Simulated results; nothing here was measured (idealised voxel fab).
process module | voxel capacitor over wiring
cross-section cut | 220 nm wide | cells 5 nm
A cross-section is a grid of square cells, given in bands from the top down. A band is one or more rows of cells.
Each band's line starts with the height of the band's top and of its bottom, in nm. Then come its materials from left to right, each with its width in nm. One material with "throughout" fills the band from edge to edge. "air" is empty space.
Height 0 is the level under which the wafer as received is all one material. The lowest band goes on downwards, as in "0 down".
A width such as "30 to 40" changes by the same amount from each row of cells to the next, from the band's top row to its bottom row.
"no change" after a step means that no cell of the cross-section changed.
closed voids: empty space of 8 cells or more with no open way to the top, each as width x height at its distance from the left edge, in nm
after a step's settings: what the simulator itself notes on the step
overlay nm, on a step with a mask: how far to the right of its planned place the mask lay; to the left if negative
plan
1 op RECEIVE | material Si
2 op CONFORMAL_DEP | material SiO2 | thk nm 10
3 op DIRECTIONAL_DEP | material TiN | thk nm 5
4 op DIRECTIONAL_DEP | material Ru | thk nm 15
5 op DIRECTIONAL_DEP | material aC | thk nm 15
6 op PATTERN | tone cover | mask id METAL_1 | material resist | width nm 30 | pitch nm 90 | thk nm 35 | overlay nm 0
7 op DIRECTIONAL_ETCH | etch materials aC | depth nm 15
8 op STRIP | etch materials resist
9 op DIRECTIONAL_ETCH | etch materials Ru | depth nm 15
10 op DIRECTIONAL_ETCH | etch materials TiN | depth nm 5
11 op STRIP | etch materials aC
12 op CONFORMAL_DEP | material SiN | thk nm 5
13 op FILL_DEP | material lowk | thk nm 5
14 op CMP | height nm 30
15 op CONFORMAL_DEP | material SiCN | thk nm 5
16 op DIRECTIONAL_DEP | material SiO2 | thk nm 10
17 op PATTERN | tone open | mask id PLUG_1 | material resist | width nm 15 | thk nm 15 | overlay nm 0
18 op DIRECTIONAL_ETCH | etch materials SiO2 | depth nm 10
19 op DIRECTIONAL_ETCH | etch materials SiCN | depth nm 5
20 op STRIP | etch materials resist
21 op CONFORMAL_DEP | material TiN | thk nm 5
22 op FILL_DEP | material Cu | thk nm 5
23 op CMP | height nm 45
24 op DIRECTIONAL_DEP | material TiN | thk nm 10
25 op DIRECTIONAL_DEP | material SiN | thk nm 5
26 op DIRECTIONAL_DEP | material TiN | thk nm 5
27 op MASKED_ETCH | tone cover | mask id UPPER_PLATE | width nm 65 | etch materials TiN | depth nm 5 | overlay nm 0
28 op MASKED_ETCH | tone cover | mask id UPPER_PLATE | width nm 65 | etch materials SiN | depth nm 5 | overlay nm 0
29 op DIRECTIONAL_DEP | material aC | thk nm 15
30 op PATTERN | tone cover | mask id LOWER_PLATE | material resist | width nm 75 | thk nm 35 | overlay nm 0
31 op DIRECTIONAL_ETCH | etch materials aC | depth nm 15
32 op STRIP | etch materials resist
33 op DIRECTIONAL_ETCH | etch materials TiN | depth nm 10
34 op STRIP | etch materials aC
35 op FILL_DEP | material SiO2 | thk nm 15
36 op CMP | height nm 75
37 op MASKED_ETCH | tone open | mask id PLUG_2 | width nm 15 | etch materials SiO2 | depth nm 10 | overlay nm 0
38 op CONFORMAL_DEP | material TiN | thk nm 5
39 op FILL_DEP | material Ru | thk nm 5
40 op CMP | height nm 75
41 op CONFORMAL_DEP | material SiCN | thk nm 5
first wafer, as planned
as received, after step 1
  0 down: Si throughout
  closed voids: none
after step 2
  10 to 0: SiO2 throughout
  below 0: unchanged
after step 3
  15 to 10: TiN throughout
  below 10: unchanged
after step 4
  30 to 15: Ru throughout
  below 15: unchanged
after step 5
  45 to 30: aC throughout
  below 30: unchanged
after step 6
  80 to 45: air 50 | resist 30 | air 60 | resist 30 | air 50
  below 45: unchanged
after step 7
  65 to 45: air 50 | resist 30 | air 60 | resist 30 | air 50
  45 to 30: air 50 | aC 30 | air 60 | aC 30 | air 50
  below 30: unchanged
after step 8
  45 to 30: air 50 | aC 30 | air 60 | aC 30 | air 50
  below 30: unchanged
after step 9
  45 to 30: air 50 | aC 30 | air 60 | aC 30 | air 50
  30 to 15: air 50 | Ru 30 | air 60 | Ru 30 | air 50
  below 15: unchanged
after step 10
  45 to 30: air 50 | aC 30 | air 60 | aC 30 | air 50
  30 to 15: air 50 | Ru 30 | air 60 | Ru 30 | air 50
  15 to 10: air 50 | TiN 30 | air 60 | TiN 30 | air 50
  below 10: unchanged
after step 11
  30 to 15: air 50 | Ru 30 | air 60 | Ru 30 | air 50
  below 15: unchanged
after step 12
  35 to 30: air 45 | SiN 40 | air 50 | SiN 40 | air 45
  30 to 15: air 45 | SiN 5 | Ru 30 | SiN 5 | air 50 | SiN 5 | Ru 30 | SiN 5 | air 45
  15 to 10: SiN 50 | TiN 30 | SiN 60 | TiN 30 | SiN 50
  below 10: unchanged
after step 13
  40 to 35: lowk throughout
  35 to 30: lowk 45 | SiN 40 | lowk 50 | SiN 40 | lowk 45
  30 to 15: lowk 45 | SiN 5 | Ru 30 | SiN 5 | lowk 50 | SiN 5 | Ru 30 | SiN 5 | lowk 45
  below 15: unchanged
after step 14
  30 to 15: lowk 45 | SiN 5 | Ru 30 | SiN 5 | lowk 50 | SiN 5 | Ru 30 | SiN 5 | lowk 45
  below 15: unchanged
after step 15
  35 to 30: SiCN throughout
  below 30: unchanged
after step 16
  45 to 35: SiO2 throughout
  below 35: unchanged
after step 17
  60 to 45: resist 65 | air 15 | resist 140
  below 45: unchanged
after step 18
  60 to 45: resist 65 | air 15 | resist 140
  45 to 35: SiO2 65 | air 15 | SiO2 140
  below 35: unchanged
after step 19
  60 to 45: resist 65 | air 15 | resist 140
  45 to 35: SiO2 65 | air 15 | SiO2 140
  35 to 30: SiCN 65 | air 15 | SiCN 140
  below 30: unchanged
after step 20
  45 to 35: SiO2 65 | air 15 | SiO2 140
  below 35: unchanged
after step 21
  50 to 45: TiN 70 | air 5 | TiN 145
  45 to 35: SiO2 65 | TiN 5 | air 5 | TiN 5 | SiO2 140
  35 to 30: SiCN 65 | TiN 15 | SiCN 140
  below 30: unchanged
after step 22
  55 to 50: Cu throughout
  50 to 45: TiN 70 | Cu 5 | TiN 145
  45 to 35: SiO2 65 | TiN 5 | Cu 5 | TiN 5 | SiO2 140
  below 35: unchanged
after step 23
  45 to 35: SiO2 65 | TiN 5 | Cu 5 | TiN 5 | SiO2 140
  below 35: unchanged
after step 24
  55 to 45: TiN throughout
  below 45: unchanged
after step 25
  60 to 55: SiN throughout
  below 55: unchanged
after step 26
  65 to 60: TiN throughout
  below 60: unchanged
after step 27
  65 to 60: air 65 | TiN 65 | air 90
  below 60: unchanged
after step 28
  65 to 60: air 65 | TiN 65 | air 90
  60 to 55: air 65 | SiN 65 | air 90
  below 55: unchanged
after step 29
  80 to 70: air 65 | aC 65 | air 90
  70 to 65: aC throughout
  65 to 60: aC 65 | TiN 65 | aC 90
  60 to 55: aC 65 | SiN 65 | aC 90
  below 55: unchanged
after step 30
  115 to 80: air 60 | resist 75 | air 85
  80 to 70: air 60 | resist 5 | aC 65 | resist 5 | air 85
  below 70: unchanged
after step 31
  100 to 80: air 60 | resist 75 | air 85
  80 to 70: air 60 | resist 5 | aC 65 | resist 5 | air 85
  70 to 65: air 60 | aC 75 | air 85
  65 to 60: air 60 | aC 5 | TiN 65 | aC 5 | air 85
  60 to 55: air 60 | aC 5 | SiN 65 | aC 5 | air 85
  below 55: unchanged
after step 32
  80 to 70: air 65 | aC 65 | air 90
  below 70: unchanged
after step 33
  80 to 70: air 65 | aC 65 | air 90
  70 to 65: air 60 | aC 75 | air 85
  65 to 60: air 60 | aC 5 | TiN 65 | aC 5 | air 85
  60 to 55: air 60 | aC 5 | SiN 65 | aC 5 | air 85
  55 to 45: air 60 | TiN 75 | air 85
  below 45: unchanged
after step 34
  65 to 60: air 65 | TiN 65 | air 90
  60 to 55: air 65 | SiN 65 | air 90
  below 55: unchanged
after step 35
  80 to 65: SiO2 throughout
  65 to 60: SiO2 65 | TiN 65 | SiO2 90
  60 to 55: SiO2 65 | SiN 65 | SiO2 90
  55 to 45: SiO2 60 | TiN 75 | SiO2 85
  below 45: unchanged
after step 36
  75 to 65: SiO2 throughout
  below 65: unchanged
after step 37
  75 to 65: SiO2 75 | air 15 | SiO2 130
  below 65: unchanged
after step 38
  80 to 75: TiN 80 | air 5 | TiN 135
  75 to 70: SiO2 75 | TiN 5 | air 5 | TiN 5 | SiO2 130
  70 to 60: SiO2 75 to 65 | TiN 15 to 65 | SiO2 130 to 90
  below 60: unchanged
after step 39
  85 to 80: Ru throughout
  80 to 75: TiN 80 | Ru 5 | TiN 135
  75 to 70: SiO2 75 | TiN 5 | Ru 5 | TiN 5 | SiO2 130
  below 70: unchanged
after step 40
  75 to 70: SiO2 75 | TiN 5 | Ru 5 | TiN 5 | SiO2 130
  below 70: unchanged
after step 41
  80 to 75: SiCN throughout
  below 75: unchanged
second wafer: like start, like plan, one mistake. Through step 36 it matches the first wafer
when step 37 should have ended
  75 to 65: air 75 | SiO2 15 | air 130
  below 65: unchanged
when step 38 should have ended
  80 to 75: air 70 | TiN 25 | air 125
  75 to 70: air 70 | TiN 5 | SiO2 15 | TiN 5 | air 125
  70 to 65: TiN 75 | SiO2 15 | TiN 130
  below 65: unchanged
when step 39 should have ended
  85 to 80: Ru throughout
  80 to 75: Ru 70 | TiN 25 | Ru 125
  75 to 70: Ru 70 | TiN 5 | SiO2 15 | TiN 5 | Ru 125
  below 70: unchanged
when step 40 should have ended
  75 to 70: Ru 70 | TiN 5 | SiO2 15 | TiN 5 | Ru 125
  below 70: unchanged
when step 41 should have ended
  80 to 75: SiCN throughout
  below 75: unchanged
what went wrong: step 37 ran as: op MASKED_ETCH | tone cover | mask id PLUG_2 | width nm 15 | etch materials SiO2 | depth nm 10 | overlay nm 0
at the end the second wafer has, in cells: 38 more of Ru | 76 fewer of SiO2 | 38 more of TiN
